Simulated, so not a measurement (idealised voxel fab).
process module | voxel self aligned vias
cross-section cut | 255 nm wide | cells 5 nm
A cross-section is a grid of square cells, given in bands from the top down. A band is one or more rows of cells.
Each band's line starts with the height of the band's top and of its bottom, in nm. Then come its materials from left to right, each with its width in nm. One material with "throughout" fills the band from edge to edge. "air" is empty space.
Height 0 is the level under which the wafer as received is all one material. The lowest band goes on downwards, as in "0 down".
A width such as "30 to 40" changes by the same amount from each row of cells to the next, from the band's top row to its bottom row.
"no change" after a step means that no cell of the cross-section changed.
closed voids: empty space of 8 cells or more with no open way to the top, each as width x height at its distance from the left edge, in nm
after a step's settings: what the simulator itself notes on the step
overlay nm, on a step with a mask: how far to the right of its planned place the mask lay; to the left if negative
plan
1 op RECEIVE | material Si
2 op CONFORMAL_DEP | material SiO2 | thk nm 10
3 op CONFORMAL_DEP | material SiCN | thk nm 5
4 op DIRECTIONAL_DEP | material lowk | thk nm 20
5 op MASKED_ETCH | tone open | mask id LINES | width nm 20 | pitch nm 55 | etch materials lowk | depth nm 20 | overlay nm 0
6 op CONFORMAL_DEP | material TiN | thk nm 5
7 op FILL_DEP | material W | thk nm 5
8 op CMP | height nm 35
9 op SELECTIVE_ETCH | etch materials W Ru TiN | depth nm 5
10 op FILL_DEP | material SiN | thk nm 10
11 op CMP | height nm 35
12 op DIRECTIONAL_DEP | material lowk | thk nm 20
13 op PATTERN | tone open | mask id VIAS | material resist | width nm 40 | pitch nm 55 | thk nm 20 | overlay nm 0
14 op DIRECTIONAL_ETCH | etch materials lowk | depth nm 20
15 op DIRECTIONAL_ETCH | etch materials SiN | depth nm 5
16 op STRIP | etch materials resist
17 op CONFORMAL_DEP | material TiN | thk nm 5
18 op FILL_DEP | material Ru | thk nm 10
19 op CMP | height nm 55
20 op CONFORMAL_DEP | material SiCN | thk nm 5
as received, after step 1
  0 down: Si throughout
  closed voids: none
a wafer at the end: this start, this plan, one mistake
  60 to 55: SiCN throughout
  55 to 35: lowk 50 | TiN 5 | Ru 30 | TiN 5 | lowk 15 | TiN 5 | Ru 30 | TiN 5 | lowk 15 | TiN 5 | Ru 30 | TiN 5 | lowk 55
  35 to 30: lowk 50 | TiN 40 | lowk 15 | TiN 40 | lowk 15 | TiN 40 | lowk 55
  30 to 20: lowk 50 | TiN 15 | W 10 | TiN 15 | lowk 15 | TiN 15 | W 10 | TiN 15 | lowk 15 | TiN 15 | W 10 | TiN 15 | lowk 55
  20 to 15: lowk 50 | TiN 40 | lowk 15 | TiN 40 | lowk 15 | TiN 40 | lowk 55
  15 to 10: SiCN throughout
  10 to 0: SiO2 throughout
  0 down: Si throughout
  closed voids: none
what went wrong: step 14 was run twice
